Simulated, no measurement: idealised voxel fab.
The name of this process module is voxel self aligned contacts.
The figure presents cross-section cut, which has a width of 205 nm and is divided into square cells with an edge length of 5 nm.
Cross-section spec: square-cell grid; bands listed top down; each band is one or more rows.
A band entry consists of two parts. The first gives the height of the band's top and the height of its bottom, in nm. The rest lists the band's materials from left to right, each with its width in nm. A single material labelled with the word "full width" fills the band from edge to edge, and the word "air" marks empty space.
Below 0: as-received wafer, all one material; heights counted from there. Lowest band: no bottom, goes on down, written "from 0 down".
A two-number width, for instance "30 to 40", indicates that the width is equal to the first number in the top row of the band and to the second number in the bottom row, and that it changes by a constant amount per row of cells.
Basically "everything unchanged" means that step didn't change any cell in the cross-section.
You'll see "Closed internal cavities" listing empty spaces that have no way open to the top, as long as they're 8 cells or more; the notation is width x height at distance, where the distance is from the left edge, and all of it is in nm.
On each step's line, the part that comes after the settings is the simulator's own comment on the step.
Steps that use a mask can have "overlay nm" on their line. It says how far the mask sat to the right of where it was meant to be. Negative means to the left.
# Steps planned for the process
1 RECEIVE,material Si
2 OXIDIZE,depth nm 5
3 DIRECTIONAL_DEP,material polySi,thk nm 20
4 DIRECTIONAL_DEP,material SiN,thk nm 20
5 PATTERN,tone cover,mask id GATE,material resist,width nm 35,pitch nm 65,thk nm 20,overlay nm 0
6 DIRECTIONAL_ETCH,etch materials SiN,depth nm 20
7 DIRECTIONAL_ETCH,etch materials polySi,depth nm 20
8 STRIP,etch materials resist
9 CONFORMAL_DEP,material SiN,thk nm 5
10 DIRECTIONAL_ETCH,etch materials SiN,depth nm 5
11 FILL_DEP,material SiO2,thk nm 15
12 CMP,height nm 50
13 PATTERN,tone open,mask id CONTACT,material resist,width nm 30,pitch nm 65,thk nm 15,overlay nm 0
14 DIRECTIONAL_ETCH,etch materials SiO2,depth nm 55
15 STRIP,etch materials resist
16 CONFORMAL_DEP,material TiN,thk nm 5
17 FILL_DEP,material W,thk nm 5
18 CMP,height nm 50
19 CONFORMAL_DEP,material SiN,thk nm 5
Every wafer here starts from the same state; it is the step 13 width nm that distinguishes them, and the value the plan gives belongs to the first wafer.
# Cross-sectional view of the first of several wafers in the as-received condition, corresponding to the state following step 1
  from 0 down: Si full width
  Closed internal cavities: none
# Where each wafer stands at the end of the module, a row apiece: cells of each material gained (+) or lost (-) since it was received, then closed voids
width nm 30, -41 Si, +173 SiN, +139 SiO2, +52 TiN, +44 W, +84 polySi, Closed internal cavities: none
width nm 35, -41 Si, +173 SiN, +135 SiO2, +54 TiN, +46 W, +84 polySi, Closed internal cavities: none
width nm 40, -41 Si, +173 SiN, +131 SiO2, +56 TiN, +48 W, +84 polySi, Closed internal cavities: none
width nm 45, -41 Si, +173 SiN, +127 SiO2, +58 TiN, +50 W, +84 polySi, Closed internal cavities: none
width nm 50, -41 Si, +173 SiN, +123 SiO2, +60 TiN, +52 W, +84 polySi, Closed internal cavities: none
